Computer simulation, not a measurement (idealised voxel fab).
Herein follows the process module entitled voxel transistor to metal.
Xsec cut, 180 nm wide, square cell size 5 nm.
Cross-section spec: square-cell grid; bands listed top down; each band is one or more rows. Per band: top height and bottom height in nm, followed by the left-to-right materials and their widths in nm; "everywhere" marks a single material spanning edge to edge, "blank" marks empty space. Heads up on the height convention: 0 is the point under which the incoming wafer is all one material, and the lowest band has no bottom, it just keeps going down, like "0 -> down". Graded width ("30..40"): value in top row of band = first number; value in bottom row = second number; row-to-row change constant. Key: "no change" - step with no changed cell in the cross-section. Entry "Encapsulated voids". Content: empty spaces with no open connection to the top, size 8 cells or greater. Each: width x height at distance. Distance: from left edge. Unit: nm. The remark found on a step's line after its settings is issued by the simulator itself and pertains to that step. overlay nm: mask right of planned place by this much (step with mask). Neg. = left. Pairs, read this way: before one process step on the one hand, after it on the other, the after cross-section ending at the lowest band that changed; the step between, settings included, beneath. Same starting wafer throughout, but possibly different runs of this module, so no pair continues from the pair above unless its entry headed "Structure before processing" says so.

Structure before processing
25 -> 0: 70 of SiO2  5 of SiN  25 of polySi  5 of SiN  75 of SiO2
0 -> -5: 25 of SiO2  5 of SiN  30 of SiO2  10 of nSi  5 of SiN  25 of polySi  5 of SiN  10 of nSi  30 of SiO2  5 of SiN  30 of SiO2
-5 -> -10: 60 of SiO2  10 of nSi  35 of SiO2  10 of nSi  65 of SiO2
-10 -> -20: 35 of SiO2  35 of nSi  35 of Si  35 of nSi  40 of SiO2
-20 -> -60: 35 of SiO2  105 of Si  40 of SiO2
-60 -> down: Si everywhere
Encapsulated voids: none

After the Step
25 -> 0: 70 of SiO2  5 of SiN  25 of blank  5 of SiN  75 of SiO2
0 -> -5: 25 of SiO2  5 of SiN  30 of SiO2  10 of nSi  5 of SiN  25 of blank  5 of SiN  10 of nSi  30 of SiO2  5 of SiN  30 of SiO2
Beneath the level -5, the cross-section is identical to its previous state.
Encapsulated voids: none
What is the step between the two cross-sections above? STRIP (etch materials polySi)

Structure before processing: starting point is the after cross-section of the pair just above.

After the Step
25 -> 20: 70 of blank  5 of SiN  25 of blank  5 of SiN  75 of blank
20 -> 0: 70 of SiO2  5 of SiN  25 of blank  5 of SiN  75 of SiO2
0 -> -5: 25 of SiO2  5 of SiN  30 of SiO2  10 of nSi  5 of SiN  25 of blank  5 of SiN  10 of nSi  30 of SiO2  5 of SiN  30 of SiO2
-5 -> -10: 60 of SiO2  10 of nSi  35 of blank  10 of nSi  65 of SiO2
Beneath the level -10, the cross-section is identical to its previous state.
Encapsulated voids: none
What is the step between the two cross-sections above? SELECTIVE_ETCH (etch materials SiO2; depth nm 5)

Structure before processing: starting point is the after cross-section of the pair just above.

After the Step
30 -> 25: 65 of blank  15 of HfO2  15 of blank  15 of HfO2  70 of blank
25 -> 20: 70 of HfO2  5 of SiN  5 of HfO2  15 of blank  5 of HfO2  5 of SiN  75 of HfO2
20 -> 0: 70 of SiO2  5 of SiN  5 of HfO2  15 of blank  5 of HfO2  5 of SiN  75 of SiO2
0 -> -5: 25 of SiO2  5 of SiN  30 of SiO2  10 of nSi  5 of SiN  5 of HfO2  15 of blank  5 of HfO2  5 of SiN  10 of nSi  30 of SiO2  5 of SiN  30 of SiO2
-5 -> -10: 60 of SiO2  10 of nSi  35 of HfO2  10 of nSi  65 of SiO2
Beneath the level -10, the cross-section is identical to its previous state.
Encapsulated voids: none
What is the step between the two cross-sections above? CONFORMAL_DEP (material HfO2; thk nm 5)

Structure before processing: starting point is the after cross-section of the pair just above.

After the Step
35 -> 30: 60 of blank  25 of TiN  5 of blank  25 of TiN  65 of blank
30 -> 25: 65 of TiN  15 of HfO2  5 of TiN  5 of blank  5 of TiN  15 of HfO2  70 of TiN
25 -> 20: 70 of HfO2  5 of SiN  5 of HfO2  5 of TiN  5 of blank  5 of TiN  5 of HfO2  5 of SiN  75 of HfO2
20 -> 0: 70 of SiO2  5 of SiN  5 of HfO2  5 of TiN  5 of blank  5 of TiN  5 of HfO2  5 of SiN  75 of SiO2
0 -> -5: 25 of SiO2  5 of SiN  30 of SiO2  10 of nSi  5 of SiN  5 of HfO2  15 of TiN  5 of HfO2  5 of SiN  10 of nSi  30 of SiO2  5 of SiN  30 of SiO2
Beneath the level -5, the cross-section is identical to its previous state.
Encapsulated voids: none
What is the step between the two cross-sections above? CONFORMAL_DEP (material TiN; thk nm 5)

Structure before processing: starting point is the after cross-section of the pair just above.

After the Step
40 -> 35: W everywhere
35 -> 30: 60 of W  25 of TiN  5 of W  25 of TiN  65 of W
30 -> 25: 65 of TiN  15 of HfO2  5 of TiN  5 of W  5 of TiN  15 of HfO2  70 of TiN
25 -> 20: 70 of HfO2  5 of SiN  5 of HfO2  5 of TiN  5 of W  5 of TiN  5 of HfO2  5 of SiN  75 of HfO2
20 -> 0: 70 of SiO2  5 of SiN  5 of HfO2  5 of TiN  5 of W  5 of TiN  5 of HfO2  5 of SiN  75 of SiO2
Beneath the level 0, the cross-section is identical to its previous state.
Encapsulated voids: none
What is the step between the two cross-sections above? FILL_DEP (material W; thk nm 5)

Structure before processing: starting point is the after cross-section of the pair just above.

After the Step
20 -> 0: 70 of SiO2  5 of SiN  5 of HfO2  5 of TiN  5 of W  5 of TiN  5 of HfO2  5 of SiN  75 of SiO2
Beneath the level 0, the cross-section is identical to its previous state.
Encapsulated voids: none
What is the step between the two cross-sections above? CMP (height nm 20)

Structure before processing: starting point is the after cross-section of the pair just above.

After the Step
35 -> 20: SiO2 everywhere
Beneath the level 20, the cross-section is identical to its previous state.
Encapsulated voids: none
What is the step between the two cross-sections above? DIRECTIONAL_DEP (material SiO2; thk nm 15)

Structure before processing: starting point is the after cross-section of the pair just above.

After the Step
50 -> 35: aC everywhere
Beneath the level 35, the cross-section is identical to its previous state.
Encapsulated voids: none
What is the step between the two cross-sections above? DIRECTIONAL_DEP (material aC; thk nm 15)

Structure before processing: starting point is the after cross-section of the pair just above.

After the Step
80 -> 50: 35 of resist  20 of blank  65 of resist  20 of blank  40 of resist
Beneath the level 50, the cross-section is identical to its previous state.
Encapsulated voids: none
What is the step between the two cross-sections above? PATTERN (tone open; mask id CONTACT; material resist; width nm 20; pitch nm 85; thk nm 30; overlay nm 0)

Structure before processing: starting point is the after cross-section of the pair just above.

After the Step
65 -> 50: 35 of resist  20 of blank  65 of resist  20 of blank  40 of resist
50 -> 35: 35 of aC  20 of blank  65 of aC  20 of blank  40 of aC
Beneath the level 35, the cross-section is identical to its previous state.
Encapsulated voids: none
What is the step between the two cross-sections above? DIRECTIONAL_ETCH (etch materials aC; depth nm 15)

Structure before processing: starting point is the after cross-section of the pair just above.

After the Step
50 -> 35: 35 of aC  20 of blank  65 of aC  20 of blank  40 of aC
Beneath the level 35, the cross-section is identical to its previous state.
Encapsulated voids: none
What is the step between the two cross-sections above? STRIP (etch materials resist)

Structure before processing: starting point is the after cross-section of the pair just above.

After the Step
50 -> 35: 35 of aC  20 of blank  65 of aC  20 of blank  40 of aC
35 -> 20: 35 of SiO2  20 of blank  65 of SiO2  20 of blank  40 of SiO2
20 -> 0: 35 of SiO2  20 of blank  15 of SiO2  5 of SiN  5 of HfO2  5 of TiN  5 of W  5 of TiN  5 of HfO2  5 of SiN  15 of SiO2  20 of blank  40 of SiO2
0 -> -5: 25 of SiO2  5 of SiN  5 of SiO2  20 of blank  5 of SiO2  10 of nSi  5 of SiN  5 of HfO2  15 of TiN  5 of HfO2  5 of SiN  10 of nSi  5 of SiO2  20 of blank  5 of SiO2  5 of SiN  30 of SiO2
-5 -> -10: 35 of SiO2  20 of blank  5 of SiO2  10 of nSi  35 of HfO2  10 of nSi  5 of SiO2  20 of blank  40 of SiO2
Beneath the level -10, the cross-section is identical to its previous state.
Encapsulated voids: none
What is the step between the two cross-sections above? DIRECTIONAL_ETCH (etch materials SiO2; depth nm 45)

Structure before processing: starting point is the after cross-section of the pair just above.

After the Step
35 -> 20: 35 of SiO2  20 of blank  65 of SiO2  20 of blank  40 of SiO2
Beneath the level 20, the cross-section is identical to its previous state.
Encapsulated voids: none
What is the step between the two cross-sections above? STRIP (etch materials aC)

Structure before processing: starting point is the after cross-section of the pair just above.

After the Step
40 -> 35: 40 of TiN  10 of blank  75 of TiN  10 of blank  45 of TiN
35 -> 20: 35 of SiO2  5 of TiN  10 of blank  5 of TiN  65 of SiO2  5 of TiN  10 of blank  5 of TiN  40 of SiO2
20 -> 0: 35 of SiO2  5 of TiN  10 of blank  5 of TiN  15 of SiO2  5 of SiN  5 of HfO2  5 of TiN  5 of W  5 of TiN  5 of HfO2  5 of SiN  15 of SiO2  5 of TiN  10 of blank  5 of TiN  40 of SiO2
0 -> -5: 25 of SiO2  5 of SiN  5 of SiO2  5 of TiN  10 of blank  5 of TiN  5 of SiO2  10 of nSi  5 of SiN  5 of HfO2  15 of TiN  5 of HfO2  5 of SiN  10 of nSi  5 of SiO2  5 of TiN  10 of blank  5 of TiN  5 of SiO2  5 of SiN  30 of SiO2
-5 -> -10: 35 of SiO2  20 of TiN  5 of SiO2  10 of nSi  35 of HfO2  10 of nSi  5 of SiO2  20 of TiN  40 of SiO2
Beneath the level -10, the cross-section is identical to its previous state.
Encapsulated voids: none
What is the step between the two cross-sections above? CONFORMAL_DEP (material TiN; thk nm 5)

Structure before processing: starting point is the after cross-section of the pair just above.

After the Step
45 -> 40: Ru everywhere
40 -> 35: 40 of TiN  10 of Ru  75 of TiN  10 of Ru  45 of TiN
35 -> 20: 35 of SiO2  5 of TiN  10 of Ru  5 of TiN  65 of SiO2  5 of TiN  10 of Ru  5 of TiN  40 of SiO2
20 -> 0: 35 of SiO2  5 of TiN  10 of Ru  5 of TiN  15 of SiO2  5 of SiN  5 of HfO2  5 of TiN  5 of W  5 of TiN  5 of HfO2  5 of SiN  15 of SiO2  5 of TiN  10 of Ru  5 of TiN  40 of SiO2
0 -> -5: 25 of SiO2  5 of SiN  5 of SiO2  5 of TiN  10 of Ru  5 of TiN  5 of SiO2  10 of nSi  5 of SiN  5 of HfO2  15 of TiN  5 of HfO2  5 of SiN  10 of nSi  5 of SiO2  5 of TiN  10 of Ru  5 of TiN  5 of SiO2  5 of SiN  30 of SiO2
Beneath the level -5, the cross-section is identical to its previous state.
Encapsulated voids: none
What is the step between the two cross-sections above? FILL_DEP (material Ru; thk nm 5)

Structure before processing: starting point is the after cross-section of the pair just above.

After the Step
35 -> 20: 35 of SiO2  5 of TiN  10 of Ru  5 of TiN  65 of SiO2  5 of TiN  10 of Ru  5 of TiN  40 of SiO2
Beneath the level 20, the cross-section is identical to its previous state.
Encapsulated voids: none
What is the step between the two cross-sections above? CMP (height nm 35)

Structure before processing: starting point is the after cross-section of the pair just above.

After the Step
40 -> 35: SiCN everywhere
Beneath the level 35, the cross-section is identical to its previous state.
Encapsulated voids: none
What is the step between the two cross-sections above? CONFORMAL_DEP (material SiCN; thk nm 5)

Structure before processing: starting point is the after cross-section of the pair just above.

After the Step
60 -> 40: lowk everywhere
Beneath the level 40, the cross-section is identical to its previous state.
Encapsulated voids: none
What is the step between the two cross-sections above? DIRECTIONAL_DEP (material lowk; thk nm 20)

Structure before processing: starting point is the after cross-section of the pair just above.

After the Step
75 -> 60: aC everywhere
Beneath the level 60, the cross-section is identical to its previous state.
Encapsulated voids: none
What is the step between the two cross-sections above? DIRECTIONAL_DEP (material aC; thk nm 15)

Structure before processing: starting point is the after cross-section of the pair just above.

After the Step
110 -> 75: 35 of resist  20 of blank  65 of resist  20 of blank  40 of resist
Beneath the level 75, the cross-section is identical to its previous state.
Encapsulated voids: none
What is the step between the two cross-sections above? PATTERN (tone open; mask id METAL_1; material resist; width nm 20; pitch nm 85; thk nm 35; overlay nm 0)

Structure before processing: starting point is the after cross-section of the pair just above.

After the Step
95 -> 75: 35 of resist  20 of blank  65 of resist  20 of blank  40 of resist
75 -> 60: 35 of aC  20 of blank  65 of aC  20 of blank  40 of aC
Beneath the level 60, the cross-section is identical to its previous state.
Encapsulated voids: none
What is the step between the two cross-sections above? DIRECTIONAL_ETCH (etch materials aC; depth nm 15)

Structure before processing: starting point is the after cross-section of the pair just above.

After the Step
75 -> 60: 35 of aC  20 of blank  65 of aC  20 of blank  40 of aC
Beneath the level 60, the cross-section is identical to its previous state.
Encapsulated voids: none
What is the step between the two cross-sections above? STRIP (etch materials resist)

Structure before processing: starting point is the after cross-section of the pair just above.

After the Step
75 -> 60: 35 of aC  20 of blank  65 of aC  20 of blank  40 of aC
60 -> 40: 35 of lowk  20 of blank  65 of lowk  20 of blank  40 of lowk
Beneath the level 40, the cross-section is identical to its previous state.
Encapsulated voids: none
What is the step between the two cross-sections above? DIRECTIONAL_ETCH (etch materials lowk; depth nm 20)

Structure before processing: starting point is the after cross-section of the pair just above.

After the Step
75 -> 60: 35 of aC  20 of blank  65 of aC  20 of blank  40 of aC
60 -> 40: 35 of lowk  20 of blank  65 of lowk  20 of blank  40 of lowk
40 -> 35: 35 of SiCN  20 of blank  65 of SiCN  20 of blank  40 of SiCN
Beneath the level 35, the cross-section is identical to its previous state.
Encapsulated voids: none
What is the step between the two cross-sections above? DIRECTIONAL_ETCH (etch materials SiCN; depth nm 5)

Structure before processing: starting point is the after cross-section of the pair just above.

After the Step
60 -> 40: 35 of lowk  20 of blank  65 of lowk  20 of blank  40 of lowk
Beneath the level 40, the cross-section is identical to its previous state.
Encapsulated voids: none
What is the step between the two cross-sections above? STRIP (etch materials aC)

Structure before processing: starting point is the after cross-section of the pair just above.

After the Step
65 -> 60: 40 of TiN  10 of blank  75 of TiN  10 of blank  45 of TiN
60 -> 40: 35 of lowk  5 of TiN  10 of blank  5 of TiN  65 of lowk  5 of TiN  10 of blank  5 of TiN  40 of lowk
40 -> 35: 35 of SiCN  20 of TiN  65 of SiCN  20 of TiN  40 of SiCN
Beneath the level 35, the cross-section is identical to its previous state.
Encapsulated voids: none
What is the step between the two cross-sections above? CONFORMAL_DEP (material TiN; thk nm 5)

Structure before processing: starting point is the after cross-section of the pair just above.

After the Step
75 -> 65: Ru everywhere
65 -> 60: 40 of TiN  10 of Ru  75 of TiN  10 of Ru  45 of TiN
60 -> 40: 35 of lowk  5 of TiN  10 of Ru  5 of TiN  65 of lowk  5 of TiN  10 of Ru  5 of TiN  40 of lowk
Beneath the level 40, the cross-section is identical to its previous state.
Encapsulated voids: none
What is the step between the two cross-sections above? FILL_DEP (material Ru; thk nm 10)

Structure before processing: starting point is the after cross-section of the pair just above.

After the Step
60 -> 40: 35 of lowk  5 of TiN  10 of Ru  5 of TiN  65 of lowk  5 of TiN  10 of Ru  5 of TiN  40 of lowk
Beneath the level 40, the cross-section is identical to its previous state.
Encapsulated voids: none
What is the step between the two cross-sections above? CMP (height nm 60)

Structure before processing: starting point is the after cross-section of the pair just above.

After the Step
65 -> 60: SiCN everywhere
Beneath the level 60, the cross-section is identical to its previous state.
Encapsulated voids: none
What is the step between the two cross-sections above? CONFORMAL_DEP (material SiCN; thk nm 5)

Structure before processing: starting point is the after cross-section of the pair just above.

After the Step
95 -> 65: SiO2 everywhere
Beneath the level 65, the cross-section is identical to its previous state.
Encapsulated voids: none
What is the step between the two cross-sections above? DIRECTIONAL_DEP (material SiO2; thk nm 30)

Structure before processing: starting point is the after cross-section of the pair just above.

After the Step
95 -> 65: 35 of SiO2  15 of blank  70 of SiO2  15 of blank  45 of SiO2
Beneath the level 65, the cross-section is identical to its previous state.
Encapsulated voids: none
What is the step between the two cross-sections above? MASKED_ETCH (tone open; mask id METAL_2_HOLES; width nm 15; pitch nm 85; etch materials SiO2; depth nm 30; overlay nm 0)

Structure before processing: starting point is the after cross-section of the pair just above.

After the Step
105 -> 95: 35 of aC  15 of blank  70 of aC  15 of blank  45 of aC
95 -> 75: 35 of SiO2  15 of blank  70 of SiO2  15 of blank  45 of SiO2
75 -> 65: 35 of SiO2  15 of aC  70 of SiO2  15 of aC  45 of SiO2
Beneath the level 65, the cross-section is identical to its previous state.
Encapsulated voids: none
What is the step between the two cross-sections above? DIRECTIONAL_DEP (material aC; thk nm 10)

Structure before processing: starting point is the after cross-section of the pair just above.

After the Step
135 -> 105: 35 of resist  20 of blank  65 of resist  20 of blank  40 of resist
Beneath the level 105, the cross-section is identical to its previous state.
Encapsulated voids: none
What is the step between the two cross-sections above? PATTERN (tone open; mask id METAL_2; material resist; width nm 20; pitch nm 85; thk nm 30; overlay nm 0)

Structure before processing: starting point is the after cross-section of the pair just above.

After the Step
125 -> 105: 35 of resist  20 of blank  65 of resist  20 of blank  40 of resist
105 -> 95: 35 of aC  20 of blank  65 of aC  20 of blank  40 of aC
95 -> 65: 35 of SiO2  15 of blank  70 of SiO2  15 of blank  45 of SiO2
Beneath the level 65, the cross-section is identical to its previous state.
Encapsulated voids: none
What is the step between the two cross-sections above? DIRECTIONAL_ETCH (etch materials aC; depth nm 10)

Structure before processing: starting point is the after cross-section of the pair just above.

After the Step
105 -> 95: 35 of aC  20 of blank  65 of aC  20 of blank  40 of aC
Beneath the level 95, the cross-section is identical to its previous state.
Encapsulated voids: none
What is the step between the two cross-sections above? STRIP (etch materials resist)

Structure before processing: starting point is the after cross-section of the pair just above.

After the Step
105 -> 95: 35 of aC  20 of blank  65 of aC  20 of blank  40 of aC
95 -> 80: 35 of SiO2  20 of blank  65 of SiO2  20 of blank  40 of SiO2
Beneath the level 80, the cross-section is identical to its previous state.
Encapsulated voids: none
What is the step between the two cross-sections above? DIRECTIONAL_ETCH (etch materials SiO2; depth nm 15)

Structure before processing: starting point is the after cross-section of the pair just above.

After the Step
105 -> 95: 35 of aC  20 of blank  65 of aC  20 of blank  40 of aC
95 -> 80: 35 of SiO2  20 of blank  65 of SiO2  20 of blank  40 of SiO2
80 -> 65: 35 of SiO2  15 of blank  70 of SiO2  15 of blank  45 of SiO2
65 -> 60: 35 of SiCN  15 of blank  70 of SiCN  15 of blank  45 of SiCN
Beneath the level 60, the cross-section is identical to its previous state.
Encapsulated voids: none
What is the step between the two cross-sections above? DIRECTIONAL_ETCH (etch materials SiCN; depth nm 5)

Structure before processing: starting point is the after cross-section of the pair just above.

After the Step
95 -> 80: 35 of SiO2  20 of blank  65 of SiO2  20 of blank  40 of SiO2
Beneath the level 80, the cross-section is identical to its previous state.
Encapsulated voids: none
What is the step between the two cross-sections above? STRIP (etch materials aC)

Structure before processing: starting point is the after cross-section of the pair just above.

After the Step
100 -> 95: 40 of TiN  10 of blank  75 of TiN  10 of blank  45 of TiN
95 -> 85: 35 of SiO2  5 of TiN  10 of blank  5 of TiN  65 of SiO2  5 of TiN  10 of blank  5 of TiN  40 of SiO2
85 -> 80: 35 of SiO2  5 of TiN  5 of blank  10 of TiN  65 of SiO2  5 of TiN  5 of blank  10 of TiN  40 of SiO2
80 -> 65: 35 of SiO2  5 of TiN  5 of blank  5 of TiN  70 of SiO2  5 of TiN  5 of blank  5 of TiN  45 of SiO2
65 -> 60: 35 of SiCN  15 of TiN  70 of SiCN  15 of TiN  45 of SiCN
Beneath the level 60, the cross-section is identical to its previous state.
Encapsulated voids: none
What is the step between the two cross-sections above? CONFORMAL_DEP (material TiN; thk nm 5)

Structure before processing: starting point is the after cross-section of the pair just above.

After the Step
110 -> 100: Cu everywhere
100 -> 95: 40 of TiN  10 of Cu  75 of TiN  10 of Cu  45 of TiN
95 -> 85: 35 of SiO2  5 of TiN  10 of Cu  5 of TiN  65 of SiO2  5 of TiN  10 of Cu  5 of TiN  40 of SiO2
85 -> 80: 35 of SiO2  5 of TiN  5 of Cu  10 of TiN  65 of SiO2  5 of TiN  5 of Cu  10 of TiN  40 of SiO2
80 -> 65: 35 of SiO2  5 of TiN  5 of Cu  5 of TiN  70 of SiO2  5 of TiN  5 of Cu  5 of TiN  45 of SiO2
Beneath the level 65, the cross-section is identical to its previous state.
Encapsulated voids: none
What is the step between the two cross-sections above? FILL_DEP (material Cu; thk nm 10)

Structure before processing: starting point is the after cross-section of the pair just above.

After the Step
95 -> 85: 35 of SiO2  5 of TiN  10 of Cu  5 of TiN  65 of SiO2  5 of TiN  10 of Cu  5 of TiN  40 of SiO2
Beneath the level 85, the cross-section is identical to its previous state.
Encapsulated voids: none
What is the step between the two cross-sections above? CMP (height nm 95)

Structure before processing: starting point is the after cross-section of the pair just above.

After the Step
100 -> 95: SiCN everywhere
Beneath the level 95, the cross-section is identical to its previous state.
Encapsulated voids: none
What is the step between the two cross-sections above? CONFORMAL_DEP (material SiCN; thk nm 5)

Structure before processing
35 -> 20: 35 of SiO2  5 of TiN  10 of Ru  5 of TiN  65 of SiO2  5 of TiN  10 of Ru  5 of TiN  40 of SiO2
20 -> 0: 35 of SiO2  5 of TiN  10 of Ru  5 of TiN  15 of SiO2  5 of SiN  5 of HfO2  5 of TiN  5 of W  5 of TiN  5 of HfO2  5 of SiN  15 of SiO2  5 of TiN  10 of Ru  5 of TiN  40 of SiO2
0 -> -5: 25 of SiO2  5 of SiN  5 of SiO2  5 of TiN  10 of Ru  5 of TiN  5 of SiO2  10 of nSi  5 of SiN  5 of HfO2  15 of TiN  5 of HfO2  5 of SiN  10 of nSi  5 of SiO2  5 of TiN  10 of Ru  5 of TiN  5 of SiO2  5 of SiN  30 of SiO2
-5 -> -10: 35 of SiO2  20 of TiN  5 of SiO2  10 of nSi  35 of HfO2  10 of nSi  5 of SiO2  20 of TiN  40 of SiO2
-10 -> -20: 35 of SiO2  35 of nSi  35 of Si  35 of nSi  40 of SiO2
-20 -> -35: 35 of SiO2  105 of Si  40 of SiO2
-35 -> down: Si everywhere
Encapsulated voids: none

After the Step
55 -> 35: lowk everywhere
Beneath the level 35, the cross-section is identical to its previous state.
Encapsulated voids: none
What is the step between the two cross-sections above? DIRECTIONAL_DEP (material lowk; thk nm 20)

Structure before processing: starting point is the after cross-section of the pair just above.

After the Step
60 -> 55: SiCN everywhere
Beneath the level 55, the cross-section is identical to its previous state.
Encapsulated voids: none
What is the step between the two cross-sections above? CONFORMAL_DEP (material SiCN; thk nm 5)

Structure before processing: starting point is the after cross-section of the pair just above.

After the Step
75 -> 60: aC everywhere
Beneath the level 60, the cross-section is identical to its previous state.
Encapsulated voids: none
What is the step between the two cross-sections above? DIRECTIONAL_DEP (material aC; thk nm 15)

Structure before processing: starting point is the after cross-section of the pair just above.

After the Step
110 -> 75: 35 of resist  20 of blank  65 of resist  20 of blank  40 of resist
Beneath the level 75, the cross-section is identical to its previous state.
Encapsulated voids: none
What is the step between the two cross-sections above? PATTERN (tone open; mask id METAL_1; material resist; width nm 20; pitch nm 85; thk nm 35; overlay nm 0)

Structure before processing: starting point is the after cross-section of the pair just above.

After the Step
95 -> 75: 35 of resist  20 of blank  65 of resist  20 of blank  40 of resist
75 -> 60: 35 of aC  20 of blank  65 of aC  20 of blank  40 of aC
Beneath the level 60, the cross-section is identical to its previous state.
Encapsulated voids: none
What is the step between the two cross-sections above? DIRECTIONAL_ETCH (etch materials aC; depth nm 15)

Structure before processing: starting point is the after cross-section of the pair just above.

After the Step
75 -> 60: 35 of aC  20 of blank  65 of aC  20 of blank  40 of aC
Beneath the level 60, the cross-section is identical to its previous state.
Encapsulated voids: none
What is the step between the two cross-sections above? STRIP (etch materials resist)

Structure before processing: starting point is the after cross-section of the pair just above.

After the Step
75 -> 60: 35 of aC  20 of blank  65 of aC  20 of blank  40 of aC
60 -> 55: 35 of SiCN  20 of blank  65 of SiCN  20 of blank  40 of SiCN
Beneath the level 55, the cross-section is identical to its previous state.
Encapsulated voids: none
What is the step between the two cross-sections above? DIRECTIONAL_ETCH (etch materials SiCN; depth nm 5)

Structure before processing: starting point is the after cross-section of the pair just above.

After the Step
60 -> 55: 35 of SiCN  20 of blank  65 of SiCN  20 of blank  40 of SiCN
Beneath the level 55, the cross-section is identical to its previous state.
Encapsulated voids: none
What is the step between the two cross-sections above? STRIP (etch materials aC)

Structure before processing: starting point is the after cross-section of the pair just above.

After the Step
65 -> 60: 40 of TiN  10 of blank  75 of TiN  10 of blank  45 of TiN
60 -> 55: 35 of SiCN  20 of TiN  65 of SiCN  20 of TiN  40 of SiCN
Beneath the level 55, the cross-section is identical to its previous state.
Encapsulated voids: none
What is the step between the two cross-sections above? CONFORMAL_DEP (material TiN; thk nm 5)

Structure before processing: starting point is the after cross-section of the pair just above.

After the Step
75 -> 65: Ru everywhere
65 -> 60: 40 of TiN  10 of Ru  75 of TiN  10 of Ru  45 of TiN
Beneath the level 60, the cross-section is identical to its previous state.
Encapsulated voids: none
What is the step between the two cross-sections above? FILL_DEP (material Ru; thk nm 10)

Structure before processing: starting point is the after cross-section of the pair just above.

After the Step
60 -> 55: 35 of SiCN  20 of TiN  65 of SiCN  20 of TiN  40 of SiCN
Beneath the level 55, the cross-section is identical to its previous state.
Encapsulated voids: none
What is the step between the two cross-sections above? CMP (height nm 60)

Structure before processing: starting point is the after cross-section of the pair just above.

After the Step
65 -> 60: SiCN everywhere
Beneath the level 60, the cross-section is identical to its previous state.
Encapsulated voids: none
What is the step between the two cross-sections above? CONFORMAL_DEP (material SiCN; thk nm 5)

Structure before processing: starting point is the after cross-section of the pair just above.

After the Step
95 -> 65: SiO2 everywhere
Beneath the level 65, the cross-section is identical to its previous state.
Encapsulated voids: none
What is the step between the two cross-sections above? DIRECTIONAL_DEP (material SiO2; thk nm 30)

Structure before processing: starting point is the after cross-section of the pair just above.

After the Step
95 -> 65: 35 of SiO2  15 of blank  70 of SiO2  15 of blank  45 of SiO2
Beneath the level 65, the cross-section is identical to its previous state.
Encapsulated voids: none
What is the step between the two cross-sections above? MASKED_ETCH (tone open; mask id METAL_2_HOLES; width nm 15; pitch nm 85; etch materials SiO2; depth nm 30; overlay nm 0)

Structure before processing: starting point is the after cross-section of the pair just above.

After the Step
105 -> 95: 35 of aC  15 of blank  70 of aC  15 of blank  45 of aC
95 -> 75: 35 of SiO2  15 of blank  70 of SiO2  15 of blank  45 of SiO2
75 -> 65: 35 of SiO2  15 of aC  70 of SiO2  15 of aC  45 of SiO2
Beneath the level 65, the cross-section is identical to its previous state.
Encapsulated voids: none
What is the step between the two cross-sections above? DIRECTIONAL_DEP (material aC; thk nm 10)

Structure before processing: starting point is the after cross-section of the pair just above.

After the Step
135 -> 105: 35 of resist  20 of blank  65 of resist  20 of blank  40 of resist
Beneath the level 105, the cross-section is identical to its previous state.
Encapsulated voids: none
What is the step between the two cross-sections above? PATTERN (tone open; mask id METAL_2; material resist; width nm 20; pitch nm 85; thk nm 30; overlay nm 0)

Structure before processing: starting point is the after cross-section of the pair just above.

After the Step
125 -> 105: 35 of resist  20 of blank  65 of resist  20 of blank  40 of resist
105 -> 95: 35 of aC  20 of blank  65 of aC  20 of blank  40 of aC
95 -> 65: 35 of SiO2  15 of blank  70 of SiO2  15 of blank  45 of SiO2
Beneath the level 65, the cross-section is identical to its previous state.
Encapsulated voids: none
What is the step between the two cross-sections above? DIRECTIONAL_ETCH (etch materials aC; depth nm 10)

Structure before processing: starting point is the after cross-section of the pair just above.

After the Step
105 -> 95: 35 of aC  20 of blank  65 of aC  20 of blank  40 of aC
Beneath the level 95, the cross-section is identical to its previous state.
Encapsulated voids: none
What is the step between the two cross-sections above? STRIP (etch materials resist)

Structure before processing: starting point is the after cross-section of the pair just above.

After the Step
105 -> 95: 35 of aC  20 of blank  65 of aC  20 of blank  40 of aC
95 -> 80: 35 of SiO2  20 of blank  65 of SiO2  20 of blank  40 of SiO2
Beneath the level 80, the cross-section is identical to its previous state.
Encapsulated voids: none
What is the step between the two cross-sections above? DIRECTIONAL_ETCH (etch materials SiO2; depth nm 15)

Structure before processing: starting point is the after cross-section of the pair just above.

After the Step
105 -> 95: 35 of aC  20 of blank  65 of aC  20 of blank  40 of aC
95 -> 80: 35 of SiO2  20 of blank  65 of SiO2  20 of blank  40 of SiO2
80 -> 65: 35 of SiO2  15 of blank  70 of SiO2  15 of blank  45 of SiO2
65 -> 60: 35 of SiCN  15 of blank  70 of SiCN  15 of blank  45 of SiCN
Beneath the level 60, the cross-section is identical to its previous state.
Encapsulated voids: none
What is the step between the two cross-sections above? DIRECTIONAL_ETCH (etch materials SiCN; depth nm 5)

Structure before processing: starting point is the after cross-section of the pair just above.

After the Step
95 -> 80: 35 of SiO2  20 of blank  65 of SiO2  20 of blank  40 of SiO2
Beneath the level 80, the cross-section is identical to its previous state.
Encapsulated voids: none
What is the step between the two cross-sections above? STRIP (etch materials aC)

Structure before processing: starting point is the after cross-section of the pair just above.

After the Step
100 -> 95: 40 of TiN  10 of blank  75 of TiN  10 of blank  45 of TiN
95 -> 85: 35 of SiO2  5 of TiN  10 of blank  5 of TiN  65 of SiO2  5 of TiN  10 of blank  5 of TiN  40 of SiO2
85 -> 80: 35 of SiO2  5 of TiN  5 of blank  10 of TiN  65 of SiO2  5 of TiN  5 of blank  10 of TiN  40 of SiO2
80 -> 65: 35 of SiO2  5 of TiN  5 of blank  5 of TiN  70 of SiO2  5 of TiN  5 of blank  5 of TiN  45 of SiO2
65 -> 55: 35 of SiCN  15..20 of TiN  70..65 of SiCN  15..20 of TiN  45..40 of SiCN
Beneath the level 55, the cross-section is identical to its previous state.
Encapsulated voids: none
What is the step between the two cross-sections above? CONFORMAL_DEP (material TiN; thk nm 5)

Structure before processing: starting point is the after cross-section of the pair just above.

After the Step
110 -> 100: Cu everywhere
100 -> 95: 40 of TiN  10 of Cu  75 of TiN  10 of Cu  45 of TiN
95 -> 85: 35 of SiO2  5 of TiN  10 of Cu  5 of TiN  65 of SiO2  5 of TiN  10 of Cu  5 of TiN  40 of SiO2
85 -> 80: 35 of SiO2  5 of TiN  5 of Cu  10 of TiN  65 of SiO2  5 of TiN  5 of Cu  10 of TiN  40 of SiO2
80 -> 65: 35 of SiO2  5 of TiN  5 of Cu  5 of TiN  70 of SiO2  5 of TiN  5 of Cu  5 of TiN  45 of SiO2
Beneath the level 65, the cross-section is identical to its previous state.
Encapsulated voids: none
What is the step between the two cross-sections above? FILL_DEP (material Cu; thk nm 10)

Structure before processing: starting point is the after cross-section of the pair just above.

After the Step
95 -> 85: 35 of SiO2  5 of TiN  10 of Cu  5 of TiN  65 of SiO2  5 of TiN  10 of Cu  5 of TiN  40 of SiO2
Beneath the level 85, the cross-section is identical to its previous state.
Encapsulated voids: none
What is the step between the two cross-sections above? CMP (height nm 95)
